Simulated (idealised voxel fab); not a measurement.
Process module, titled voxel quadruple lines
Square cell edge 5 nm, section width 200 nm, ID cut.
Cross-section, as written here: a square-cell grid given band by band from the top down, where a band holds one or more rows of cells. For a band, the entry starts with two heights in nm, that of the top and then that of the bottom, and carries on with the band's materials in order from left to right, each alongside its width in nm; the word "everywhere" beside a single material means it fills the band edge to edge, and "blank" means empty space. All heights in this document are referenced to 0, defined as the level beneath which the wafer, as received, consists entirely of one material. The lowest band is not bounded below; it extends indefinitely downward and is written in the form "0 nm and below". It should be noted that a width expressed as "30..40" varies in equal increments from row to row of cells within the band, taking the value of the first number at the top row and that of the second number at the bottom row. For the purposes of this document, the phrase "no alteration" attached to a step denotes that no cell within the cross-section was modified by that step. "Completely sealed voids" - sealed voids, min. 8 cells, no opening to top; format: width x height at distance (distance from left edge; nm throughout). It should be noted that, on the line of a given step, the content following the step's settings is a remark produced by the simulator itself with respect to that step. "overlay nm" denotes, for a step that has a mask, the displacement of the mask to the right of its planned place, with negative values corresponding to the left.

## This section lists the process steps that were planned
- 1: RECEIVE with material Si
- 2: CONFORMAL_DEP with material Al2O3, thk nm 5
- 3: DIRECTIONAL_DEP with material Ru, thk nm 10
- 4: DIRECTIONAL_DEP with material polySi, thk nm 20
- 5: DIRECTIONAL_DEP with material aC, thk nm 20
- 6: PATTERN with tone cover, mask id MANDREL, material resist, width nm 20, pitch nm 60, thk nm 30, overlay nm 0
- 7: DIRECTIONAL_ETCH with etch materials aC, depth nm 20
- 8: STRIP with etch materials resist
- 9: CONFORMAL_DEP with material SiO2, thk nm 10
- 10: DIRECTIONAL_ETCH with etch materials SiO2, depth nm 10
- 11: STRIP with etch materials aC
- 12: DIRECTIONAL_ETCH with etch materials polySi, depth nm 20
- 13: STRIP with etch materials SiO2
- 14: CONFORMAL_DEP with material SiN, thk nm 5
- 15: DIRECTIONAL_ETCH with etch materials SiN, depth nm 5
- 16: STRIP with etch materials polySi
- 17: DIRECTIONAL_ETCH with etch materials Ru, depth nm 10
- 18: STRIP with etch materials SiN
- 19: FILL_DEP with material SiO2, thk nm 10
- 20: CMP with height nm 15

## First of two wafers: run as planned

## So this is the incoming wafer in cross-section - it's already been through step 1
0 nm and below: Si everywhere
Completely sealed voids: none

## After step 2: wafer cross-section
5 nm to 0 nm: Al2O3 everywhere
below 0: unchanged

## After step 3: wafer cross-section
15 nm to 5 nm: Ru everywhere
below 5: unchanged

## After step 4: wafer cross-section
35 nm to 15 nm: polySi everywhere
below 15: unchanged

## After step 5: wafer cross-section
55 nm to 35 nm: aC everywhere
below 35: unchanged

## After step 6: wafer cross-section
85 nm to 55 nm: 60 blank, then 20 resist, then 40 blank, then 20 resist, then 60 blank
below 55: unchanged

## After step 7: wafer cross-section
65 nm to 55 nm: 60 blank, then 20 resist, then 40 blank, then 20 resist, then 60 blank
55 nm to 35 nm: 60 blank, then 20 aC, then 40 blank, then 20 aC, then 60 blank
below 35: unchanged

## After step 8: wafer cross-section
55 nm to 35 nm: 60 blank, then 20 aC, then 40 blank, then 20 aC, then 60 blank
below 35: unchanged

## After step 9: wafer cross-section
65 nm to 55 nm: 50 blank, then 40 SiO2, then 20 blank, then 40 SiO2, then 50 blank
55 nm to 45 nm: 50 blank, then 10 SiO2, then 20 aC, then 10 SiO2, then 20 blank, then 10 SiO2, then 20 aC, then 10 SiO2, then 50 blank
45 nm to 35 nm: 60 SiO2, then 20 aC, then 40 SiO2, then 20 aC, then 60 SiO2
below 35: unchanged

## After step 10: wafer cross-section
55 nm to 35 nm: 50 blank, then 10 SiO2, then 20 aC, then 10 SiO2, then 20 blank, then 10 SiO2, then 20 aC, then 10 SiO2, then 50 blank
below 35: unchanged

## After step 11: wafer cross-section
55 nm to 35 nm: 50 blank, then 10 SiO2, then 20 blank, then 10 SiO2, then 20 blank, then 10 SiO2, then 20 blank, then 10 SiO2, then 50 blank
below 35: unchanged

## After step 12: wafer cross-section
55 nm to 35 nm: 50 blank, then 10 SiO2, then 20 blank, then 10 SiO2, then 20 blank, then 10 SiO2, then 20 blank, then 10 SiO2, then 50 blank
35 nm to 15 nm: 50 blank, then 10 polySi, then 20 blank, then 10 polySi, then 20 blank, then 10 polySi, then 20 blank, then 10 polySi, then 50 blank
below 15: unchanged

## After step 13: wafer cross-section
35 nm to 15 nm: 50 blank, then 10 polySi, then 20 blank, then 10 polySi, then 20 blank, then 10 polySi, then 20 blank, then 10 polySi, then 50 blank
below 15: unchanged

## After step 14: wafer cross-section
40 nm to 35 nm: 45 blank, then 20 SiN, then 10 blank, then 20 SiN, then 10 blank, then 20 SiN, then 10 blank, then 20 SiN, then 45 blank
35 nm to 20 nm: 45 blank, then 5 SiN, then 10 polySi, then 5 SiN, then 10 blank, then 5 SiN, then 10 polySi, then 5 SiN, then 10 blank, then 5 SiN, then 10 polySi, then 5 SiN, then 10 blank, then 5 SiN, then 10 polySi, then 5 SiN, then 45 blank
20 nm to 15 nm: 50 SiN, then 10 polySi, then 20 SiN, then 10 polySi, then 20 SiN, then 10 polySi, then 20 SiN, then 10 polySi, then 50 SiN
below 15: unchanged

## After step 15: wafer cross-section
35 nm to 15 nm: 45 blank, then 5 SiN, then 10 polySi, then 5 SiN, then 10 blank, then 5 SiN, then 10 polySi, then 5 SiN, then 10 blank, then 5 SiN, then 10 polySi, then 5 SiN, then 10 blank, then 5 SiN, then 10 polySi, then 5 SiN, then 45 blank
below 15: unchanged

## After step 16: wafer cross-section
35 nm to 15 nm: 45 blank, then 5 SiN, then 10 blank, then 5 SiN, then 10 blank, then 5 SiN, then 10 blank, then 5 SiN, then 10 blank, then 5 SiN, then 10 blank, then 5 SiN, then 10 blank, then 5 SiN, then 10 blank, then 5 SiN, then 45 blank
below 15: unchanged

## After step 17: wafer cross-section
35 nm to 15 nm: 45 blank, then 5 SiN, then 10 blank, then 5 SiN, then 10 blank, then 5 SiN, then 10 blank, then 5 SiN, then 10 blank, then 5 SiN, then 10 blank, then 5 SiN, then 10 blank, then 5 SiN, then 10 blank, then 5 SiN, then 45 blank
15 nm to 5 nm: 45 blank, then 5 Ru, then 10 blank, then 5 Ru, then 10 blank, then 5 Ru, then 10 blank, then 5 Ru, then 10 blank, then 5 Ru, then 10 blank, then 5 Ru, then 10 blank, then 5 Ru, then 10 blank, then 5 Ru, then 45 blank
below 5: unchanged

## After step 18: wafer cross-section
15 nm to 5 nm: 45 blank, then 5 Ru, then 10 blank, then 5 Ru, then 10 blank, then 5 Ru, then 10 blank, then 5 Ru, then 10 blank, then 5 Ru, then 10 blank, then 5 Ru, then 10 blank, then 5 Ru, then 10 blank, then 5 Ru, then 45 blank
below 5: unchanged

## After step 19: wafer cross-section
25 nm to 15 nm: SiO2 everywhere
15 nm to 5 nm: 45 SiO2, then 5 Ru, then 10 SiO2, then 5 Ru, then 10 SiO2, then 5 Ru, then 10 SiO2, then 5 Ru, then 10 SiO2, then 5 Ru, then 10 SiO2, then 5 Ru, then 10 SiO2, then 5 Ru, then 10 SiO2, then 5 Ru, then 45 SiO2
below 5: unchanged

## After step 20: wafer cross-section
15 nm to 5 nm: 45 SiO2, then 5 Ru, then 10 SiO2, then 5 Ru, then 10 SiO2, then 5 Ru, then 10 SiO2, then 5 Ru, then 10 SiO2, then 5 Ru, then 10 SiO2, then 5 Ru, then 10 SiO2, then 5 Ru, then 10 SiO2, then 5 Ru, then 45 SiO2
below 5: unchanged

## The second wafer: identical to the first at the outset and in its planned sequence, differing only in that one mistake was made during processing; up to and including step 17, its path is the first wafer's path

## Second wafer, sectioned view, at step 18's planned end time
15 nm to 5 nm: 45 blank, then 5 Ru, then 10 blank, then 5 Ru, then 10 blank, then 5 Ru, then 10 blank, then 5 Ru, then 10 blank, then 5 Ru, then 10 blank, then 5 Ru, then 10 blank, then 5 Ru, then 10 blank, then 5 Ru, then 45 blank
below 5: unchanged

## Second wafer, sectioned view, at step 19's planned end time
25 nm to 15 nm: SiO2 everywhere
15 nm to 5 nm: 45 SiO2, then 5 Ru, then 10 SiO2, then 5 Ru, then 10 SiO2, then 5 Ru, then 10 SiO2, then 5 Ru, then 10 SiO2, then 5 Ru, then 10 SiO2, then 5 Ru, then 10 SiO2, then 5 Ru, then 10 SiO2, then 5 Ru, then 45 SiO2
below 5: unchanged

## Second wafer, sectioned view, at step 20's planned end time
15 nm to 5 nm: 45 SiO2, then 5 Ru, then 10 SiO2, then 5 Ru, then 10 SiO2, then 5 Ru, then 10 SiO2, then 5 Ru, then 10 SiO2, then 5 Ru, then 10 SiO2, then 5 Ru, then 10 SiO2, then 5 Ru, then 10 SiO2, then 5 Ru, then 45 SiO2
below 5: unchanged
Nonconformance to the process plan: plan step 18 ran twice
Since the two wafers finish with cross-sections that are the same, nothing this model computes is changed by the mistake.
